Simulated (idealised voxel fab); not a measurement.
voxel wiring stack: a process module
FYI the section here is cut, 180 nm wide, cells are 5 nm squares.
Heads up, the way a cross-section reads in here is a grid of square cells, handed over as bands from the top down, with every band being one or more rows of cells. Top height, bottom height, nm. Materials left to right, width each, nm. Single material + "throughout" = fills band edge to edge. "empty" = empty. Ref level 0: as-received wafer is one material below here. Bottom band extends down with no lower bound ("0 nm and below"). Quick explanation for "30..40": the width changes in equal steps down the rows of cells, from the first number in the band's top row to the second number in its bottom row. "no alterations made" -> step changed no cross-section cell. Voids not open to the top, 8 cells minimum: see "Closed empty spaces". Written width x height at distance; distance is from the left edge; nm. On a step's line, text after the settings is the simulator commenting on that step. overlay nm: mask offset rightward from planned place, masked step; negative means leftward offset.
# Steps planned for the process
1: RECEIVE | material Si
2: CONFORMAL_DEP | material SiO2 | thk nm 10
3: CONFORMAL_DEP | material SiN | thk nm 5
4: DIRECTIONAL_DEP | material SiO2 | thk nm 25
5: PATTERN | tone open | mask id METAL_1 | material resist | width nm 30 | pitch nm 60 | thk nm 20 | overlay nm 0
6: DIRECTIONAL_ETCH | etch materials SiO2 | depth nm 25
7: DIRECTIONAL_ETCH | etch materials SiN | depth nm 5
8: STRIP | etch materials resist
9: CONFORMAL_DEP | material TiN | thk nm 5
10: FILL_DEP | material W | thk nm 5
11: CMP | height nm 40
12: CONFORMAL_DEP | material SiCN | thk nm 5
13: DIRECTIONAL_DEP | material SiO2 | thk nm 10
14: MASKED_ETCH | tone open | mask id PLUG_1 | width nm 15 | etch materials SiO2 | depth nm 10 | overlay nm 0
15: MASKED_ETCH | tone open | mask id PLUG_1 | width nm 15 | etch materials SiCN | depth nm 5 | overlay nm 0
16: CONFORMAL_DEP | material TiN | thk nm 5
17: FILL_DEP | material Cu | thk nm 5
18: CMP | height nm 55
19: DIRECTIONAL_DEP | material TiN | thk nm 5
20: DIRECTIONAL_DEP | material Ru | thk nm 25
21: PATTERN | tone cover | mask id METAL_2 | material resist | width nm 30 | pitch nm 60 | thk nm 15 | overlay nm 0
22: DIRECTIONAL_ETCH | etch materials Ru | depth nm 25
23: DIRECTIONAL_ETCH | etch materials TiN | depth nm 5
24: STRIP | etch materials resist
25: CONFORMAL_DEP | material SiCN | thk nm 5
26: FILL_DEP | material SiO2 | thk nm 10
27: CMP | height nm 85
28: CONFORMAL_DEP | material SiCN | thk nm 5
29: DIRECTIONAL_DEP | material SiO2 | thk nm 30
30: DIRECTIONAL_DEP | material aC | thk nm 10
31: PATTERN | tone open | mask id METAL_3_HOLES | material resist | width nm 15 | pitch nm 60 | thk nm 30 | overlay nm 0
32: DIRECTIONAL_ETCH | etch materials aC | depth nm 10
33: STRIP | etch materials resist
34: DIRECTIONAL_ETCH | etch materials SiO2 | depth nm 30
35: STRIP | etch materials aC
36: PATTERN | tone open | mask id METAL_3 | material resist | width nm 30 | pitch nm 60 | thk nm 15 | overlay nm 0
37: DIRECTIONAL_ETCH | etch materials SiO2 | depth nm 20
38: DIRECTIONAL_ETCH | etch materials SiCN | depth nm 5
39: STRIP | etch materials resist
40: CONFORMAL_DEP | material TiN | thk nm 5
41: FILL_DEP | material Cu | thk nm 10
42: CMP | height nm 120
43: CONFORMAL_DEP | material SiN | thk nm 5
# As-received wafer cross-section (after step 1)
* 0 nm and below = Si throughout
* Closed empty spaces: none
# Wafer at module end, in section. Began as above, planned as above, run with one mistake
* 125 nm to 120 nm = SiN throughout
* 120 nm to 105 nm = SiO2 45 nm | TiN 5 nm | Cu 20 nm | TiN 5 nm | SiO2 30 nm | TiN 5 nm | Cu 20 nm | TiN 5 nm | SiO2 45 nm
* 105 nm to 100 nm = SiO2 45 nm | TiN 5 nm | Cu 5 nm | TiN 20 nm | SiO2 30 nm | TiN 5 nm | Cu 5 nm | TiN 20 nm | SiO2 45 nm
* 100 nm to 90 nm = SiO2 45 nm | TiN 5 nm | Cu 5 nm | TiN 5 nm | SiO2 45 nm | TiN 5 nm | Cu 5 nm | TiN 5 nm | SiO2 60 nm
* 90 nm to 85 nm = SiCN 45 nm | TiN 15 nm | SiCN 45 nm | TiN 15 nm | SiCN 60 nm
* 85 nm to 60 nm = SiO2 40 nm | SiCN 5 nm | Ru 30 nm | SiCN 5 nm | SiO2 20 nm | SiCN 5 nm | Ru 30 nm | SiCN 5 nm | SiO2 40 nm
* 60 nm to 55 nm = SiCN 45 nm | TiN 30 nm | SiCN 30 nm | TiN 30 nm | SiCN 45 nm
* 55 nm to 45 nm = SiO2 45 nm | TiN 5 nm | Cu 5 nm | TiN 5 nm | SiO2 120 nm
* 45 nm to 40 nm = SiCN 45 nm | TiN 15 nm | SiCN 120 nm
* 40 nm to 15 nm = SiO2 40 nm | TiN 5 nm | W 20 nm | TiN 5 nm | SiO2 30 nm | TiN 5 nm | W 20 nm | TiN 5 nm | SiO2 50 nm
* 15 nm to 10 nm = SiN 40 nm | TiN 30 nm | SiN 30 nm | TiN 30 nm | SiN 50 nm
* 10 nm to 0 nm = SiO2 throughout
* 0 nm and below = Si throughout
* Closed empty spaces: none
Diagnosis: heads up, step 5 didn't go per plan, it actually ran as PATTERN | tone open | mask id METAL_1 | material resist | width nm 30 | pitch nm 60 | thk nm 20 | overlay nm -5
